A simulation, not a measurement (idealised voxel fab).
Name of the process module below: voxel self aligned vias
Section shown: cut. Width: 205 nm. Cell size: 5 nm, square.
Bands, listed from the top down, are how a cross-section gets written in this document; the cross-section itself is a grid of square cells, and a band is one or more rows of them.
Within each band entry, the heights of the top and of the bottom of the band appear first, in that order and in nm; the materials of the band then follow from left to right, each with its corresponding width in nm. The designation "edge to edge" on a single material indicates that it fills the band from edge to edge; the designation "air" indicates empty space.
Where do heights start? At 0: under that level the wafer as delivered is made of one material only. And the lowest band has no floor; it just carries on downward, as in "0 and below".
A width such as "30->40" changes by the same amount from each row of cells to the next, from the band's top row to its bottom row.
Key: "no change occurred" - step with no changed cell in the cross-section.
For the entry "Closed void table", the listed items are empty spaces with no open way to the top whose size is 8 cells or more; each item follows the pattern width x height at distance, where distance is from the left edge and all three are in nm.
Post-settings text on a step line: simulator's own remark regarding the step.
Regarding "overlay nm": on a step with a mask, it is the distance the mask lay to the right of its planned place; a negative value places it to the left.
Intended process steps:
- 1: RECEIVE (material Si)
- 2: CONFORMAL_DEP (material SiO2; thk nm 10)
- 3: CONFORMAL_DEP (material SiCN; thk nm 5)
- 4: DIRECTIONAL_DEP (material SiO2; thk nm 25)
- 5: PATTERN (tone open; mask id LINES; material resist; width nm 20; pitch nm 65; thk nm 20; overlay nm 0)
- 6: DIRECTIONAL_ETCH (etch materials SiO2; depth nm 25)
- 7: STRIP (etch materials resist)
- 8: CONFORMAL_DEP (material TiN; thk nm 5)
- 9: FILL_DEP (material W; thk nm 10)
- 10: CMP (height nm 40)
- 11: SELECTIVE_ETCH (etch materials W Ru TiN; depth nm 5)
- 12: FILL_DEP (material SiN; thk nm 5)
- 13: CMP (height nm 40)
- 14: DIRECTIONAL_DEP (material SiO2; thk nm 20)
- 15: PATTERN (tone open; mask id VIAS; material resist; width nm 40; pitch nm 130; thk nm 20; overlay nm 0)
- 16: DIRECTIONAL_ETCH (etch materials SiO2; depth nm 20)
- 17: DIRECTIONAL_ETCH (etch materials SiN; depth nm 5)
- 18: STRIP (etch materials resist)
- 19: CONFORMAL_DEP (material TiN; thk nm 5)
- 20: FILL_DEP (material Ru; thk nm 5)
- 21: CMP (height nm 60)
- 22: CONFORMAL_DEP (material SiN; thk nm 5)
Incoming wafer in cross-section (state: after step 1):
  0 and below: Si edge to edge
  Closed void table: none
Wafer at module end, in section. Began as above, planned as above, run with one mistake:
  65 down to 60: SiN edge to edge
  60 down to 55: 20 nm TiN, 30 nm Ru, 100 nm TiN, 30 nm Ru, 25 nm TiN
  55 down to 40: 15 nm SiO2, 5 nm TiN, 30 nm Ru, 5 nm TiN, 90 nm SiO2, 5 nm TiN, 30 nm Ru, 5 nm TiN, 20 nm SiO2
  40 down to 35: 15 nm SiO2, 40 nm TiN, 35 nm SiO2, 20 nm SiN, 35 nm SiO2, 40 nm TiN, 20 nm SiO2
  35 down to 20: 25 nm SiO2, 5 nm TiN, 10 nm W, 5 nm TiN, 45 nm SiO2, 5 nm TiN, 10 nm W, 5 nm TiN, 45 nm SiO2, 5 nm TiN, 10 nm W, 5 nm TiN, 30 nm SiO2
  20 down to 15: 25 nm SiO2, 20 nm TiN, 45 nm SiO2, 20 nm TiN, 45 nm SiO2, 20 nm TiN, 30 nm SiO2
  15 down to 10: SiCN edge to edge
  10 down to 0: SiO2 edge to edge
  0 and below: Si edge to edge
  Closed void table: none
Short version of what went wrong: step 14 changed vs plan, executed as DIRECTIONAL_DEP (material SiO2; thk nm 15)
